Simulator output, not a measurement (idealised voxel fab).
Documented hereafter: the process module known as voxel wiring stack.
Each square cell in cross-section cut measures 5 nm, and the section as a whole is 240 nm wide.
Throughout this document, each cross-section is represented as a grid of square cells and is presented as a sequence of bands enumerated from the top downward, where a band comprises one or more rows of cells.
Each band's line starts with the height of the band's top and of its bottom, in nm. Then come its materials from left to right, each with its width in nm. One material with "throughout" fills the band from edge to edge. "air" is empty space.
Ref level 0: as-received wafer is one material below here. Bottom band extends down with no lower bound ("z 0 and below").
So if you see something like "30 to 40" for the width, read it as the top row of the band sitting at the first number and the bottom row at the second, with every row in between moving by the same amount as the last.
Key: "remains unaltered" - step with no changed cell in the cross-section.
This entry, "closed voids", enumerates those empty regions of no fewer than 8 cells that possess no open connection to the top. Each region is reported in the form width x height at distance, the distance being taken from the left edge, with all three quantities expressed in nm.
Step line, after settings: the simulator's comment on this step.
overlay nm: on a step with a mask, how far right of its planned place the mask lay; negative means left.
The following list gives the planned process steps:
- 1: RECEIVE: material Si
- 2: CONFORMAL_DEP: material SiO2, thk nm 15
- 3: CONFORMAL_DEP: material SiN, thk nm 5
- 4: DIRECTIONAL_DEP: material SiO2, thk nm 15
- 5: PATTERN: tone open, mask id METAL_1, material resist, width nm 30, pitch nm 50, thk nm 20, overlay nm 0
- 6: DIRECTIONAL_ETCH: etch materials SiO2, depth nm 15
- 7: DIRECTIONAL_ETCH: etch materials SiN, depth nm 5
- 8: STRIP: etch materials resist
- 9: CONFORMAL_DEP: material TiN, thk nm 5
- 10: FILL_DEP: material Cu, thk nm 10
- 11: CMP: height nm 35
- 12: EPI: material Ru, thk nm 5
- 13: FILL_DEP: material SiCN, thk nm 5
- 14: DIRECTIONAL_DEP: material lowk, thk nm 25
- 15: DIRECTIONAL_DEP: material aC, thk nm 15
- 16: PATTERN: tone open, mask id METAL_2, material resist, width nm 30, pitch nm 50, thk nm 35, overlay nm 0
- 17: DIRECTIONAL_ETCH: etch materials aC, depth nm 15
- 18: STRIP: etch materials resist
- 19: DIRECTIONAL_ETCH: etch materials lowk, depth nm 15
- 20: STRIP: etch materials aC
- 21: PATTERN: tone open, mask id METAL_2_HOLES, material resist, width nm 15, thk nm 15, overlay nm 0
- 22: DIRECTIONAL_ETCH: etch materials lowk, depth nm 10
- 23: DIRECTIONAL_ETCH: etch materials SiCN, depth nm 5
- 24: STRIP: etch materials resist
- 25: CONFORMAL_DEP: material TiN, thk nm 5
- 26: FILL_DEP: material Ru, thk nm 10
- 27: CMP: height nm 70
- 28: CONFORMAL_DEP: material SiN, thk nm 5
Cross-section of the wafer at receipt, which is the condition after step 1:
> z 0 and below  Si throughout
> closed voids: none
Run as planned - first of the two wafers cross-sectioned at the end of the module:
> z 75 to 70  SiN throughout
> z 70 to 60  lowk (80); TiN (5); Ru (20); TiN (5); lowk (20); TiN (5); Ru (20); TiN (5); lowk (80)
> z 60 to 55  lowk (80); TiN (5); Ru (5); TiN (20); lowk (20); TiN (30); lowk (80)
> z 55 to 45  lowk (80); TiN (5); Ru (5); TiN (5); lowk (145)
> z 45 to 40  SiCN (80); TiN (15); SiCN (145)
> z 40 to 35  SiCN (75); Ru (40); SiCN (10); Ru (40); SiCN (75)
> z 35 to 20  SiO2 (80); TiN (5); Cu (20); TiN (5); SiO2 (20); TiN (5); Cu (20); TiN (5); SiO2 (80)
> z 20 to 15  SiN (80); TiN (30); SiN (20); TiN (30); SiN (80)
> z 15 to 0  SiO2 throughout
> z 0 and below  Si throughout
> closed voids: none
Module end: cross-section of wafer two of two. Same start and process plan as the first wafer. One mistake during execution:
> z 75 to 70  SiN throughout
> z 70 to 60  lowk (70); TiN (5); Ru (20); TiN (5); lowk (20); TiN (5); Ru (20); TiN (5); lowk (90)
> z 60 to 55  lowk (70); TiN (15); Ru (5); TiN (10); lowk (20); TiN (30); lowk (90)
> z 55 to 45  lowk (80); TiN (5); Ru (5); TiN (5); lowk (145)
> z 45 to 40  SiCN (80); TiN (15); SiCN (145)
> z 40 to 35  SiCN (75); Ru (40); SiCN (10); Ru (40); SiCN (75)
> z 35 to 20  SiO2 (80); TiN (5); Cu (20); TiN (5); SiO2 (20); TiN (5); Cu (20); TiN (5); SiO2 (80)
> z 20 to 15  SiN (80); TiN (30); SiN (20); TiN (30); SiN (80)
> z 15 to 0  SiO2 throughout
> z 0 and below  Si throughout
> closed voids: none
Short version of what went wrong: planned and actual differ for step 16; actual: PATTERN: tone open, mask id METAL_2, material resist, width nm 30, pitch nm 50, thk nm 35, overlay nm -10
When the process is done, the second wafer contains the same cell count of every material as the first wafer, but distributed over other locations.
